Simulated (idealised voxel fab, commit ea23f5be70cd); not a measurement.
process module | voxel gate over fins
cross-section cut | 230 nm wide | cells 5 nm
A cross-section is a grid of square cells, given in bands from the top down. A band is one or more rows of cells.
Each band's line starts with the height of the band's top and of its bottom, in nm. Then come its materials from left to right, each with its width in nm. One material with "throughout" fills the band from edge to edge. "air" is empty space.
Height 0 is the level under which the wafer as received is all one material. The lowest band goes on downwards, as in "0 down".
A width such as "30 to 40" changes by the same amount from each row of cells to the next, from the band's top row to its bottom row.
"no change" after a step means that no cell of the cross-section changed.
closed voids: empty space of 8 cells or more with no open way to the top, each as width x height at its distance from the left edge, in nm
after a step's settings: what the simulator itself notes on the step
overlay nm, on a step with a mask: how far to the right of its planned place the mask lay; to the left if negative
plan
1 op RECEIVE | material Si
2 op CONFORMAL_DEP | material SiN | thk nm 5
3 op MASKED_ETCH | tone cover | mask id FINS | width nm 15 | pitch nm 45 | etch materials SiN | depth nm 5 | overlay nm 0
4 op MASKED_ETCH | tone cover | mask id FINS | width nm 15 | pitch nm 45 | etch materials Si | depth nm 40 | overlay nm 0
5 op FILL_DEP | material SiO2 | thk nm 5
6 op CMP | height nm 5
7 op SELECTIVE_ETCH | etch materials SiO2 | depth nm 15
8 op STRIP | etch materials SiN
9 op CONFORMAL_DEP | material HfO2 | thk nm 5
10 op CONFORMAL_DEP | material TiN | thk nm 5
11 op FILL_DEP | material W | thk nm 10
12 op CMP | height nm 15
13 op CONFORMAL_DEP | material SiCN | thk nm 5
as received, after step 1
  0 down: Si throughout
  closed voids: none
a wafer at the end: this start, this plan, one mistake
  20 to 15: SiCN throughout
  15 to 10: W throughout
  10 to 5: W 75 | TiN 35 | W 10 | TiN 35 | W 75
  5 to 0: W 75 | TiN 5 | HfO2 25 | TiN 5 | W 10 | TiN 5 | HfO2 25 | TiN 5 | W 75
  0 to -5: TiN 80 | HfO2 5 | Si 15 | HfO2 5 | TiN 20 | HfO2 5 | Si 15 | HfO2 5 | TiN 80
  -5 to -10: HfO2 85 | Si 15 | HfO2 30 | Si 15 | HfO2 85
  -10 to -30: SiO2 85 | Si 15 | SiO2 30 | Si 15 | SiO2 85
  -30 down: Si throughout
  closed voids: none
what went wrong: step 4 ran as: op MASKED_ETCH | tone cover | mask id FINS | width nm 15 | pitch nm 45 | etch materials Si | depth nm 30 | overlay nm 0
